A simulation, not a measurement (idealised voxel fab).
Process module under the name voxel capacitor over wiring
The figure presents cross-section cut, which has a width of 285 nm and is divided into square cells with an edge length of 5 nm.
Cross-section layout: square cells on a grid; listed as bands, top to bottom; a band spans one or more cell rows. For a band, the entry starts with two heights in nm, that of the top and then that of the bottom, and carries on with the band's materials in order from left to right, each alongside its width in nm; the word "full width" beside a single material means it fills the band edge to edge, and "air" means empty space. Height 0 is the level under which the wafer as received is all one material. The lowest band goes on downwards, as in "0..down". Quick explanation for "30 to 40": the width changes in equal steps down the rows of cells, from the first number in the band's top row to the second number in its bottom row. "no change occurred" for a step: no cell of the cross-section changed in that step. Each empty space that has no open way to the top and spans at least 8 cells appears under "Completely enclosed voids" as width x height at distance, the distance counted from the left edge, all in nm. It should be noted that, on the line of a given step, the content following the step's settings is a remark produced by the simulator itself with respect to that step. A step line may carry the setting "overlay nm", which, for steps involving a mask, states the distance by which the mask lay to the right of its intended position; negative values denote displacement to the left.

Steps planned for the process:
1. RECEIVE with material Si
2. CONFORMAL_DEP with material SiO2, thk nm 15
3. DIRECTIONAL_DEP with material TiN, thk nm 5
4. DIRECTIONAL_DEP with material Ru, thk nm 20
5. PATTERN with tone cover, mask id METAL_1, material resist, width nm 30, pitch nm 100, thk nm 20, overlay nm 0
6. DIRECTIONAL_ETCH with etch materials Ru, depth nm 20
7. DIRECTIONAL_ETCH with etch materials TiN, depth nm 5
8. STRIP with etch materials resist
9. FILL_DEP with material SiO2, thk nm 10
10. CMP with height nm 40
11. CONFORMAL_DEP with material SiCN, thk nm 5
12. DIRECTIONAL_DEP with material lowk, thk nm 15
13. DIRECTIONAL_DEP with material aC, thk nm 15
14. PATTERN with tone open, mask id PLUG_1, material resist, width nm 15, thk nm 30, overlay nm 0
15. DIRECTIONAL_ETCH with etch materials aC, depth nm 15
16. STRIP with etch materials resist
17. DIRECTIONAL_ETCH with etch materials lowk, depth nm 15
18. DIRECTIONAL_ETCH with etch materials SiCN, depth nm 5
19. STRIP with etch materials aC
20. EPI with material Ru, thk nm 10
21. EPI with material Ru, thk nm 10
22. DIRECTIONAL_DEP with material TiN, thk nm 10
23. DIRECTIONAL_DEP with material Al2O3, thk nm 5
24. DIRECTIONAL_DEP with material TiN, thk nm 5
25. PATTERN with tone cover, mask id UPPER_PLATE, material resist, width nm 75, thk nm 15, overlay nm 0
26. DIRECTIONAL_ETCH with etch materials TiN, depth nm 5
27. DIRECTIONAL_ETCH with etch materials Al2O3, depth nm 5
28. STRIP with etch materials resist
29. MASKED_ETCH with tone cover, mask id LOWER_PLATE, width nm 85, etch materials TiN, depth nm 10, overlay nm 0
30. FILL_DEP with material SiO2, thk nm 20
31. CMP with height nm 95
32. MASKED_ETCH with tone open, mask id PLUG_2, width nm 15, etch materials SiO2, depth nm 15, overlay nm 0
33. CONFORMAL_DEP with material TiN, thk nm 5
34. FILL_DEP with material Ru, thk nm 10
35. CMP with height nm 95
36. CONFORMAL_DEP with material SiN, thk nm 5

First of two wafers, with the run carried out as planned:

So this is the incoming wafer in cross-section - it's already been through step 1:
* 0..down: Si full width
* Completely enclosed voids: none

State of the wafer after step 2, shown in cross-section:
* 15..0: SiO2 full width
* Everything under 0 stays put, no change at all.

State of the wafer after step 3, shown in cross-section:
* 20..15: TiN full width
* Everything under 15 stays put, no change at all.

State of the wafer after step 4, shown in cross-section:
* 40..20: Ru full width
* Everything under 20 stays put, no change at all.

State of the wafer after step 5, shown in cross-section:
* 60..40: air 75 nm  resist 30 nm  air 70 nm  resist 30 nm  air 80 nm
* Everything under 40 stays put, no change at all.

State of the wafer after step 6, shown in cross-section:
* 60..40: air 75 nm  resist 30 nm  air 70 nm  resist 30 nm  air 80 nm
* 40..20: air 75 nm  Ru 30 nm  air 70 nm  Ru 30 nm  air 80 nm
* Everything under 20 stays put, no change at all.

State of the wafer after step 7, shown in cross-section:
* 60..40: air 75 nm  resist 30 nm  air 70 nm  resist 30 nm  air 80 nm
* 40..20: air 75 nm  Ru 30 nm  air 70 nm  Ru 30 nm  air 80 nm
* 20..15: air 75 nm  TiN 30 nm  air 70 nm  TiN 30 nm  air 80 nm
* Everything under 15 stays put, no change at all.

State of the wafer after step 8, shown in cross-section:
* 40..20: air 75 nm  Ru 30 nm  air 70 nm  Ru 30 nm  air 80 nm
* Everything under 20 stays put, no change at all.

State of the wafer after step 9, shown in cross-section:
* 50..40: SiO2 full width
* 40..20: SiO2 75 nm  Ru 30 nm  SiO2 70 nm  Ru 30 nm  SiO2 80 nm
* 20..15: SiO2 75 nm  TiN 30 nm  SiO2 70 nm  TiN 30 nm  SiO2 80 nm
* Everything under 15 stays put, no change at all.

State of the wafer after step 10, shown in cross-section:
* 40..20: SiO2 75 nm  Ru 30 nm  SiO2 70 nm  Ru 30 nm  SiO2 80 nm
* Everything under 20 stays put, no change at all.

State of the wafer after step 11, shown in cross-section:
* 45..40: SiCN full width
* Everything under 40 stays put, no change at all.

State of the wafer after step 12, shown in cross-section:
* 60..45: lowk full width
* Everything under 45 stays put, no change at all.

State of the wafer after step 13, shown in cross-section:
* 75..60: aC full width
* Everything under 60 stays put, no change at all.

State of the wafer after step 14, shown in cross-section:
* 105..75: resist 90 nm  air 15 nm  resist 180 nm
* Everything under 75 stays put, no change at all.

State of the wafer after step 15, shown in cross-section:
* 90..75: resist 90 nm  air 15 nm  resist 180 nm
* 75..60: aC 90 nm  air 15 nm  aC 180 nm
* Everything under 60 stays put, no change at all.

State of the wafer after step 16, shown in cross-section:
* 75..60: aC 90 nm  air 15 nm  aC 180 nm
* Everything under 60 stays put, no change at all.

State of the wafer after step 17, shown in cross-section:
* 75..60: aC 90 nm  air 15 nm  aC 180 nm
* 60..45: lowk 90 nm  air 15 nm  lowk 180 nm
* Everything under 45 stays put, no change at all.

State of the wafer after step 18, shown in cross-section:
* 75..60: aC 90 nm  air 15 nm  aC 180 nm
* 60..45: lowk 90 nm  air 15 nm  lowk 180 nm
* 45..40: SiCN 90 nm  air 15 nm  SiCN 180 nm
* Everything under 40 stays put, no change at all.

State of the wafer after step 19, shown in cross-section:
* 60..45: lowk 90 nm  air 15 nm  lowk 180 nm
* Everything under 45 stays put, no change at all.

State of the wafer after step 20, shown in cross-section:
* 60..50: lowk 90 nm  air 15 nm  lowk 180 nm
* 50..45: lowk 90 nm  Ru 15 nm  lowk 180 nm
* 45..40: SiCN 90 nm  Ru 15 nm  SiCN 180 nm
* Everything under 40 stays put, no change at all.

State of the wafer after step 21, shown in cross-section:
* 60..45: lowk 90 nm  Ru 15 nm  lowk 180 nm
* Everything under 45 stays put, no change at all.

State of the wafer after step 22, shown in cross-section:
* 70..60: TiN full width
* Everything under 60 stays put, no change at all.

State of the wafer after step 23, shown in cross-section:
* 75..70: Al2O3 full width
* Everything under 70 stays put, no change at all.

State of the wafer after step 24, shown in cross-section:
* 80..75: TiN full width
* Everything under 75 stays put, no change at all.

State of the wafer after step 25, shown in cross-section:
* 95..80: air 90 nm  resist 75 nm  air 120 nm
* Everything under 80 stays put, no change at all.

State of the wafer after step 26, shown in cross-section:
* 95..80: air 90 nm  resist 75 nm  air 120 nm
* 80..75: air 90 nm  TiN 75 nm  air 120 nm
* Everything under 75 stays put, no change at all.

State of the wafer after step 27, shown in cross-section:
* 95..80: air 90 nm  resist 75 nm  air 120 nm
* 80..75: air 90 nm  TiN 75 nm  air 120 nm
* 75..70: air 90 nm  Al2O3 75 nm  air 120 nm
* Everything under 70 stays put, no change at all.

State of the wafer after step 28, shown in cross-section:
* 80..75: air 90 nm  TiN 75 nm  air 120 nm
* Everything under 75 stays put, no change at all.

State of the wafer after step 29, shown in cross-section:
* 80..75: air 90 nm  TiN 75 nm  air 120 nm
* 75..70: air 90 nm  Al2O3 75 nm  air 120 nm
* 70..60: air 85 nm  TiN 85 nm  air 115 nm
* Everything under 60 stays put, no change at all.

State of the wafer after step 30, shown in cross-section:
* 100..80: SiO2 full width
* 80..75: SiO2 90 nm  TiN 75 nm  SiO2 120 nm
* 75..70: SiO2 90 nm  Al2O3 75 nm  SiO2 120 nm
* 70..60: SiO2 85 nm  TiN 85 nm  SiO2 115 nm
* Everything under 60 stays put, no change at all.

State of the wafer after step 31, shown in cross-section:
* 95..80: SiO2 full width
* Everything under 80 stays put, no change at all.

State of the wafer after step 32, shown in cross-section:
* 95..80: SiO2 100 nm  air 15 nm  SiO2 170 nm
* Everything under 80 stays put, no change at all.

State of the wafer after step 33, shown in cross-section:
* 100..95: TiN 105 nm  air 5 nm  TiN 175 nm
* 95..85: SiO2 100 nm  TiN 5 nm  air 5 nm  TiN 5 nm  SiO2 170 nm
* 85..75: SiO2 100 to 90 nm  TiN 15 to 75 nm  SiO2 170 to 120 nm
* Everything under 75 stays put, no change at all.

State of the wafer after step 34, shown in cross-section:
* 110..100: Ru full width
* 100..95: TiN 105 nm  Ru 5 nm  TiN 175 nm
* 95..85: SiO2 100 nm  TiN 5 nm  Ru 5 nm  TiN 5 nm  SiO2 170 nm
* Everything under 85 stays put, no change at all.

State of the wafer after step 35, shown in cross-section:
* 95..85: SiO2 100 nm  TiN 5 nm  Ru 5 nm  TiN 5 nm  SiO2 170 nm
* Everything under 85 stays put, no change at all.

State of the wafer after step 36, shown in cross-section:
* 100..95: SiN full width
* Everything under 95 stays put, no change at all.

Second wafer, same starting conditions and recipe as the first, one mistake in executing it, nothing differs from the first up to and including step 21:

Second wafer, sectioned view, at step 22's planned end time:
* 65..60: Al2O3 full width
* Everything under 60 stays put, no change at all.

Second wafer, sectioned view, at step 23's planned end time:
* 75..65: TiN full width
* Everything under 65 stays put, no change at all.

Second wafer, sectioned view, at step 24's planned end time:
* 80..65: TiN full width
* Everything under 65 stays put, no change at all.

Second wafer, sectioned view, at step 25's planned end time:
* 95..80: air 90 nm  resist 75 nm  air 120 nm
* Everything under 80 stays put, no change at all.

Second wafer, sectioned view, at step 26's planned end time:
* 95..80: air 90 nm  resist 75 nm  air 120 nm
* 80..75: air 90 nm  TiN 75 nm  air 120 nm
* Everything under 75 stays put, no change at all.

Second wafer, sectioned view, at step 27's planned end time: no change occurred

Second wafer, sectioned view, at step 28's planned end time:
* 80..75: air 90 nm  TiN 75 nm  air 120 nm
* Everything under 75 stays put, no change at all.

Second wafer, sectioned view, at step 29's planned end time:
* 80..75: air 90 nm  TiN 75 nm  air 120 nm
* 75..65: air 85 nm  TiN 85 nm  air 115 nm
* Everything under 65 stays put, no change at all.

Second wafer, sectioned view, at step 30's planned end time:
* 100..80: SiO2 full width
* 80..75: SiO2 90 nm  TiN 75 nm  SiO2 120 nm
* 75..65: SiO2 85 nm  TiN 85 nm  SiO2 115 nm
* Everything under 65 stays put, no change at all.

Second wafer, sectioned view, at step 31's planned end time:
* 95..80: SiO2 full width
* Everything under 80 stays put, no change at all.

Second wafer, sectioned view, at step 32's planned end time:
* 95..80: SiO2 100 nm  air 15 nm  SiO2 170 nm
* Everything under 80 stays put, no change at all.

Second wafer, sectioned view, at step 33's planned end time:
* 100..95: TiN 105 nm  air 5 nm  TiN 175 nm
* 95..85: SiO2 100 nm  TiN 5 nm  air 5 nm  TiN 5 nm  SiO2 170 nm
* 85..75: SiO2 100 to 90 nm  TiN 15 to 75 nm  SiO2 170 to 120 nm
* Everything under 75 stays put, no change at all.

Second wafer, sectioned view, at step 34's planned end time:
* 110..100: Ru full width
* 100..95: TiN 105 nm  Ru 5 nm  TiN 175 nm
* 95..85: SiO2 100 nm  TiN 5 nm  Ru 5 nm  TiN 5 nm  SiO2 170 nm
* Everything under 85 stays put, no change at all.

Second wafer, sectioned view, at step 35's planned end time:
* 95..85: SiO2 100 nm  TiN 5 nm  Ru 5 nm  TiN 5 nm  SiO2 170 nm
* Everything under 85 stays put, no change at all.

Second wafer, sectioned view, at step 36's planned end time:
* 100..95: SiN full width
* Everything under 95 stays put, no change at all.
Short version of what went wrong: it was found that steps 22 and 23 of the process plan had been performed in exchanged positions
Wrapping up, a cell-based count of both wafers puts the second over or under the first for these materials: 42 more of Al2O3; 42 fewer of SiO2
